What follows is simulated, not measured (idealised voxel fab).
This is a process module. Its name is voxel transistor to metal.
Cross-section cut: width 190 nm, square cells of 5 nm.
If you're reading a cross-section in this doc, picture square cells in a grid; it comes to you as bands, top ones listed first down to the bottom, and a band can be one or more rows of cells. Each band's line starts with the height of the band's top and of its bottom, in nm. Then come its materials from left to right, each with its width in nm. One material with "full width" fills the band from edge to edge. "blank" is empty space. It should be noted that heights are counted from 0, beneath which the wafer as supplied is of one material throughout, and that the lowest band possesses no lower boundary but continues downward, as written in "from 0 down". Width "30..40": first value at the band's top row of cells, second value at its bottom row, equal change from row to row. "nothing was modified" after a step means that no cell of the cross-section changed. What "Enclosed cavity list" gives you is every empty space of 8 cells or more that is cut off from the top. Each appears as width x height at distance, with the distance taken from the left edge and width, height and distance all in nm. That trailing text on a step's line, after the settings, is the simulator's own remark on the step. overlay nm: right-of-plan distance of the mask on a masked step; negative values mean left-of-plan.

[List of planned process steps]
1. RECEIVE [material Si]
2. OXIDIZE [depth nm 5]
3. CONFORMAL_DEP [material SiN] [thk nm 15]
4. DIRECTIONAL_DEP [material aC] [thk nm 10]
5. PATTERN [tone cover] [mask id ACTIVE] [material resist] [width nm 110] [thk nm 30] [overlay nm 0]
6. DIRECTIONAL_ETCH [etch materials aC] [depth nm 10]
7. STRIP [etch materials resist]
8. DIRECTIONAL_ETCH [etch materials SiN] [depth nm 15]
9. DIRECTIONAL_ETCH [etch materials SiO2] [depth nm 5]
10. DIRECTIONAL_ETCH [etch materials Si] [depth nm 25]
11. STRIP [etch materials aC]
12. OXIDIZE [depth nm 5]
13. FILL_DEP [material SiO2] [thk nm 10]
14. CMP [height nm 15]
15. SELECTIVE_ETCH [etch materials SiO2] [depth nm 10]
16. STRIP [etch materials SiN]
17. SELECTIVE_ETCH [etch materials SiO2] [depth nm 5]
18. OXIDIZE [depth nm 5]
19. DIRECTIONAL_DEP [material polySi] [thk nm 20]
20. DIRECTIONAL_DEP [material SiCN] [thk nm 15]
21. PATTERN [tone cover] [mask id GATE] [material resist] [width nm 20] [thk nm 15] [overlay nm 0]
22. DIRECTIONAL_ETCH [etch materials SiCN] [depth nm 25]
23. DIRECTIONAL_ETCH [etch materials polySi] [depth nm 30]
24. STRIP [etch materials resist]
25. CONFORMAL_DEP [material SiN] [thk nm 5]
26. DIRECTIONAL_ETCH [etch materials SiN] [depth nm 5]
27. DIRECTIONAL_ETCH [etch materials SiO2] [depth nm 5]
28. EPI [material pSi] [thk nm 5]
29. FILL_DEP [material SiO2] [thk nm 10]
30. CMP [height nm 30]
31. DIRECTIONAL_DEP [material SiO2] [thk nm 15]
32. DIRECTIONAL_DEP [material aC] [thk nm 15]
33. PATTERN [tone open] [mask id CONTACT] [material resist] [width nm 35] [pitch nm 65] [thk nm 35] [overlay nm 0]
34. DIRECTIONAL_ETCH [etch materials aC] [depth nm 15]
35. STRIP [etch materials resist]
36. DIRECTIONAL_ETCH [etch materials SiO2] [depth nm 50]
37. STRIP [etch materials aC]
38. CONFORMAL_DEP [material TiN] [thk nm 5]
39. FILL_DEP [material Ru] [thk nm 10]
40. CMP [height nm 45]
41. CONFORMAL_DEP [material SiCN] [thk nm 5]
42. DIRECTIONAL_DEP [material lowk] [thk nm 25]
43. DIRECTIONAL_DEP [material aC] [thk nm 10]
44. PATTERN [tone open] [mask id METAL_1] [material resist] [width nm 20] [pitch nm 80] [thk nm 25] [overlay nm 0]
45. DIRECTIONAL_ETCH [etch materials aC] [depth nm 10]
46. STRIP [etch materials resist]
47. DIRECTIONAL_ETCH [etch materials lowk] [depth nm 25]
48. DIRECTIONAL_ETCH [etch materials SiCN] [depth nm 5]
49. STRIP [etch materials aC]
50. CONFORMAL_DEP [material TiN] [thk nm 5]
51. FILL_DEP [material Cu] [thk nm 5]
52. CMP [height nm 75]
53. CONFORMAL_DEP [material SiCN] [thk nm 5]

[Here's what the wafer looked like in cross-section when it arrived - that's after step 1]
	from 0 down = Si full width
	Enclosed cavity list: none

[Post-module cross-section of the first of two wafers (run per plan)]
	from 80 to 75 = SiCN full width
	from 75 to 50 = lowk 45, then TiN 5, then Cu 10, then TiN 5, then lowk 60, then TiN 5, then Cu 10, then TiN 5, then lowk 45
	from 50 to 45 = SiCN 45, then TiN 20, then SiCN 60, then TiN 20, then SiCN 45
	from 45 to 30 = SiO2 45, then TiN 5, then Ru 25, then TiN 5, then SiO2 30, then TiN 5, then Ru 25, then TiN 5, then SiO2 45
	from 30 to 15 = SiO2 45, then TiN 5, then Ru 25, then TiN 5, then SiN 5, then SiCN 20, then SiN 5, then TiN 5, then Ru 25, then TiN 5, then SiO2 45
	from 15 to 0 = SiO2 45, then TiN 5, then Ru 25, then TiN 5, then SiN 5, then polySi 20, then SiN 5, then TiN 5, then Ru 25, then TiN 5, then SiO2 45
	from 0 to -5 = SiO2 35, then SiN 5, then SiO2 5, then TiN 35, then SiN 5, then polySi 20, then SiN 5, then TiN 35, then SiO2 5, then SiN 5, then SiO2 35
	from -5 to -10 = SiO2 40, then pSi 40, then SiO2 30, then pSi 40, then SiO2 40
	from -10 to -35 = SiO2 45, then Si 100, then SiO2 45
	from -35 down = Si full width
	Enclosed cavity list: none

[Here's the second of our two wafers sectioned at module end. Same start as the first, same plan, but one mistake got made running it]
	from 80 to 75 = SiCN full width
	from 75 to 50 = lowk 45, then TiN 5, then Cu 10, then TiN 5, then lowk 60, then TiN 5, then Cu 10, then TiN 5, then lowk 45
	from 50 to 45 = SiCN 45, then TiN 20, then SiCN 60, then TiN 20, then SiCN 45
	from 45 to 30 = SiO2 45, then TiN 5, then Ru 25, then TiN 5, then SiO2 30, then TiN 5, then Ru 25, then TiN 5, then SiO2 45
	from 30 to 15 = SiO2 45, then TiN 5, then Ru 25, then TiN 5, then SiN 5, then SiCN 20, then SiN 5, then TiN 5, then Ru 25, then TiN 5, then SiO2 45
	from 15 to 10 = SiO2 45, then TiN 35, then SiN 5, then polySi 20, then SiN 5, then TiN 35, then SiO2 45
	from 10 to 0 = SiO2 80, then SiN 5, then polySi 20, then SiN 5, then SiO2 80
	from 0 to -5 = SiO2 35, then SiN 5, then SiO2 40, then SiN 5, then polySi 20, then SiN 5, then SiO2 40, then SiN 5, then SiO2 35
	from -5 to -10 = SiO2 40, then pSi 40, then SiO2 30, then pSi 40, then SiO2 40
	from -10 to -35 = SiO2 45, then Si 100, then SiO2 45
	from -35 down = Si full width
	Enclosed cavity list: none
Run error: heads up, step 31 of the plan got done twice
Counted in cells at the end, the second wafer holds more or fewer of these materials than the first: -30 Ru; +42 SiO2; -12 TiN
